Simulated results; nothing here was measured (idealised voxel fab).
process module | voxel transistor to metal
cross-section cut | 260 nm wide | cells 5 nm
A cross-section is a grid of square cells, given in bands from the top down. A band is one or more rows of cells.
Each band's line starts with the height of the band's top and of its bottom, in nm. Then come its materials from left to right, each with its width in nm. One material with "throughout" fills the band from edge to edge. "air" is empty space.
Height 0 is the level under which the wafer as received is all one material. The lowest band goes on downwards, as in "0 down".
A width such as "30 to 40" changes by the same amount from each row of cells to the next, from the band's top row to its bottom row.
"no change" after a step means that no cell of the cross-section changed.
closed voids: empty space of 8 cells or more with no open way to the top, each as width x height at its distance from the left edge, in nm
after a step's settings: what the simulator itself notes on the step
overlay nm, on a step with a mask: how far to the right of its planned place the mask lay; to the left if negative
plan
1 op RECEIVE | material Si
2 op CONFORMAL_DEP | material SiO2 | thk nm 5
3 op CONFORMAL_DEP | material SiN | thk nm 15
4 op DIRECTIONAL_DEP | material aC | thk nm 15
5 op PATTERN | tone cover | mask id ACTIVE | material resist | width nm 105 | pitch nm 125 | thk nm 35 | overlay nm 0
6 op DIRECTIONAL_ETCH | etch materials aC | depth nm 15
7 op STRIP | etch materials resist
8 op DIRECTIONAL_ETCH | etch materials SiN | depth nm 15
9 op DIRECTIONAL_ETCH | etch materials SiO2 | depth nm 5
10 op DIRECTIONAL_ETCH | etch materials Si | depth nm 30
11 op STRIP | etch materials aC
12 op FILL_DEP | material SiO2 | thk nm 10
13 op CMP | height nm 20
14 op SELECTIVE_ETCH | etch materials SiO2 | depth nm 5
15 op STRIP | etch materials SiN
16 op SELECTIVE_ETCH | etch materials SiO2 | depth nm 5
17 op OXIDIZE | depth nm 5
18 op DIRECTIONAL_DEP | material polySi | thk nm 25
19 op DIRECTIONAL_DEP | material SiCN | thk nm 10
20 op MASKED_ETCH | tone cover | mask id GATE | width nm 15 | pitch nm 125 | etch materials SiCN | depth nm 20 | overlay nm 0
21 op MASKED_ETCH | tone cover | mask id GATE | width nm 15 | pitch nm 125 | etch materials polySi | depth nm 35 | overlay nm 0
22 op CONFORMAL_DEP | material SiN | thk nm 5
23 op DIRECTIONAL_ETCH | etch materials SiN | depth nm 5
24 op DIRECTIONAL_ETCH | etch materials SiO2 | depth nm 5
25 op EPI | material nSi | thk nm 5
26 op FILL_DEP | material SiO2 | thk nm 10
27 op CMP | height nm 35
28 op DIRECTIONAL_DEP | material SiO2 | thk nm 10
29 op DIRECTIONAL_DEP | material aC | thk nm 10
30 op PATTERN | tone open | mask id CONTACT | material resist | width nm 20 | thk nm 25 | overlay nm 0
31 op DIRECTIONAL_ETCH | etch materials aC | depth nm 10
32 op STRIP | etch materials resist
33 op DIRECTIONAL_ETCH | etch materials SiO2 | depth nm 45
34 op STRIP | etch materials aC
35 op CONFORMAL_DEP | material TiN | thk nm 5
36 op FILL_DEP | material W | thk nm 10
37 op CMP | height nm 45
38 op DIRECTIONAL_DEP | material TiN | thk nm 5
39 op DIRECTIONAL_DEP | material W | thk nm 20
40 op MASKED_ETCH | tone cover | mask id METAL_1 | width nm 20 | etch materials W | depth nm 20 | overlay nm 0
41 op MASKED_ETCH | tone cover | mask id METAL_1 | width nm 20 | etch materials TiN | depth nm 5 | overlay nm 0
42 op FILL_DEP | material lowk | thk nm 5
43 op CMP | height nm 70
44 op CONFORMAL_DEP | material SiCN | thk nm 5
45 op DIRECTIONAL_DEP | material SiO2 | thk nm 25
46 op PATTERN | tone open | mask id METAL_2 | material resist | width nm 20 | pitch nm 125 | thk nm 15 | overlay nm 0
47 op DIRECTIONAL_ETCH | etch materials SiO2 | depth nm 15
48 op STRIP | etch materials resist
49 op PATTERN | tone open | mask id METAL_2_HOLES | material resist | width nm 15 | pitch nm 125 | thk nm 20 | overlay nm 0
50 op DIRECTIONAL_ETCH | etch materials SiO2 | depth nm 10
51 op DIRECTIONAL_ETCH | etch materials SiCN | depth nm 5
52 op STRIP | etch materials resist
53 op CONFORMAL_DEP | material TiN | thk nm 5
54 op FILL_DEP | material Ru | thk nm 10
55 op CMP | height nm 100
56 op CONFORMAL_DEP | material SiN | thk nm 5
as received, after step 1
  0 down: Si throughout
  closed voids: none
first wafer at the end, as planned
  105 to 100: SiN throughout
  100 to 90: SiO2 20 | TiN 5 | Ru 10 | TiN 5 | SiO2 105 | TiN 5 | Ru 10 | TiN 5 | SiO2 95
  90 to 85: SiO2 20 | TiN 5 | Ru 5 | TiN 10 | SiO2 105 | TiN 5 | Ru 5 | TiN 10 | SiO2 95
  85 to 75: SiO2 20 | TiN 5 | Ru 5 | TiN 5 | SiO2 110 | TiN 5 | Ru 5 | TiN 5 | SiO2 100
  75 to 70: SiCN 20 | TiN 15 | SiCN 110 | TiN 15 | SiCN 100
  70 to 50: lowk 20 | W 20 | lowk 55 | W 20 | lowk 30 | W 20 | lowk 55 | W 20 | lowk 20
  50 to 45: lowk 20 | TiN 20 | lowk 55 | TiN 20 | lowk 30 | TiN 20 | lowk 55 | TiN 20 | lowk 20
  45 to 35: SiO2 20 | TiN 5 | W 10 | TiN 5 | SiO2 55 | TiN 5 | W 10 | TiN 5 | SiO2 30 | TiN 5 | W 10 | TiN 5 | SiO2 55 | TiN 5 | W 10 | TiN 5 | SiO2 20
  35 to 25: SiO2 20 | TiN 5 | W 10 | TiN 5 | SiO2 15 | SiN 5 | SiCN 15 | SiN 5 | SiO2 15 | TiN 5 | W 10 | TiN 5 | SiO2 30 | TiN 5 | W 10 | TiN 5 | SiO2 15 | SiN 5 | SiCN 15 | SiN 5 | SiO2 15 | TiN 5 | W 10 | TiN 5 | SiO2 20
  25 to 10: SiO2 20 | TiN 5 | W 10 | TiN 5 | SiO2 15 | SiN 5 | polySi 15 | SiN 5 | SiO2 15 | TiN 5 | W 10 | TiN 5 | SiO2 30 | TiN 5 | W 10 | TiN 5 | SiO2 15 | SiN 5 | polySi 15 | SiN 5 | SiO2 15 | TiN 5 | W 10 | TiN 5 | SiO2 20
  10 to 5: SiO2 10 | SiN 5 | SiO2 5 | TiN 5 | W 10 | TiN 5 | SiO2 15 | SiN 5 | polySi 15 | SiN 5 | SiO2 15 | TiN 5 | W 10 | TiN 5 | SiO2 5 | SiN 5 | SiO2 10 | SiN 5 | SiO2 5 | TiN 5 | W 10 | TiN 5 | SiO2 15 | SiN 5 | polySi 15 | SiN 5 | SiO2 15 | TiN 5 | W 10 | TiN 5 | SiO2 5 | SiN 5 | SiO2 10
  5 to 0: SiO2 10 | SiN 5 | SiO2 5 | TiN 20 | SiO2 15 | SiN 5 | polySi 15 | SiN 5 | SiO2 15 | TiN 20 | SiO2 5 | SiN 5 | SiO2 10 | SiN 5 | SiO2 5 | TiN 20 | SiO2 15 | SiN 5 | polySi 15 | SiN 5 | SiO2 15 | TiN 20 | SiO2 5 | SiN 5 | SiO2 10
  0 to -5: SiO2 15 | nSi 40 | SiO2 25 | nSi 40 | SiO2 20 | nSi 40 | SiO2 25 | nSi 40 | SiO2 15
  -5 to -30: SiO2 15 | Si 105 | SiO2 20 | Si 105 | SiO2 15
  -30 down: Si throughout
  closed voids: none
second wafer at the end: like start, like plan, one mistake
  105 to 100: SiN throughout
  100 to 90: SiO2 20 | TiN 5 to 10 | Ru 10 to 5 | TiN 5 | SiO2 105 | TiN 5 to 10 | Ru 10 to 5 | TiN 5 | SiO2 95
  90 to 85: SiO2 25 | TiN 15 | SiO2 110 | TiN 15 | SiO2 95
  85 to 75: SiO2 25 | TiN 10 | SiO2 115 | TiN 10 | SiO2 100
  75 to 70: SiCN 25 | TiN 10 | SiCN 115 | TiN 10 | SiCN 100
  70 to 50: lowk 20 | W 20 | lowk 55 | W 20 | lowk 30 | W 20 | lowk 55 | W 20 | lowk 20
  50 to 45: lowk 20 | TiN 20 | lowk 55 | TiN 20 | lowk 30 | TiN 20 | lowk 55 | TiN 20 | lowk 20
  45 to 35: SiO2 20 | TiN 5 | W 10 | TiN 5 | SiO2 55 | TiN 5 | W 10 | TiN 5 | SiO2 30 | TiN 5 | W 10 | TiN 5 | SiO2 55 | TiN 5 | W 10 | TiN 5 | SiO2 20
  35 to 25: SiO2 20 | TiN 5 | W 10 | TiN 5 | SiO2 15 | SiN 5 | SiCN 15 | SiN 5 | SiO2 15 | TiN 5 | W 10 | TiN 5 | SiO2 30 | TiN 5 | W 10 | TiN 5 | SiO2 15 | SiN 5 | SiCN 15 | SiN 5 | SiO2 15 | TiN 5 | W 10 | TiN 5 | SiO2 20
  25 to 10: SiO2 20 | TiN 5 | W 10 | TiN 5 | SiO2 15 | SiN 5 | polySi 15 | SiN 5 | SiO2 15 | TiN 5 | W 10 | TiN 5 | SiO2 30 | TiN 5 | W 10 | TiN 5 | SiO2 15 | SiN 5 | polySi 15 | SiN 5 | SiO2 15 | TiN 5 | W 10 | TiN 5 | SiO2 20
  10 to 5: SiO2 10 | SiN 5 | SiO2 5 | TiN 5 | W 10 | TiN 5 | SiO2 15 | SiN 5 | polySi 15 | SiN 5 | SiO2 15 | TiN 5 | W 10 | TiN 5 | SiO2 5 | SiN 5 | SiO2 10 | SiN 5 | SiO2 5 | TiN 5 | W 10 | TiN 5 | SiO2 15 | SiN 5 | polySi 15 | SiN 5 | SiO2 15 | TiN 5 | W 10 | TiN 5 | SiO2 5 | SiN 5 | SiO2 10
  5 to 0: SiO2 10 | SiN 5 | SiO2 5 | TiN 20 | SiO2 15 | SiN 5 | polySi 15 | SiN 5 | SiO2 15 | TiN 20 | SiO2 5 | SiN 5 | SiO2 10 | SiN 5 | SiO2 5 | TiN 20 | SiO2 15 | SiN 5 | polySi 15 | SiN 5 | SiO2 15 | TiN 20 | SiO2 5 | SiN 5 | SiO2 10
  0 to -5: SiO2 15 | nSi 40 | SiO2 25 | nSi 40 | SiO2 20 | nSi 40 | SiO2 25 | nSi 40 | SiO2 15
  -5 to -30: SiO2 15 | Si 105 | SiO2 20 | Si 105 | SiO2 15
  -30 down: Si throughout
  closed voids: none
what went wrong: step 46 ran as: op PATTERN | tone open | mask id METAL_2 | material resist | width nm 15 | pitch nm 125 | thk nm 15 | overlay nm 0
at the end the second wafer has, in cells: 8 fewer of Ru | 2 more of SiCN | 6 more of SiO2
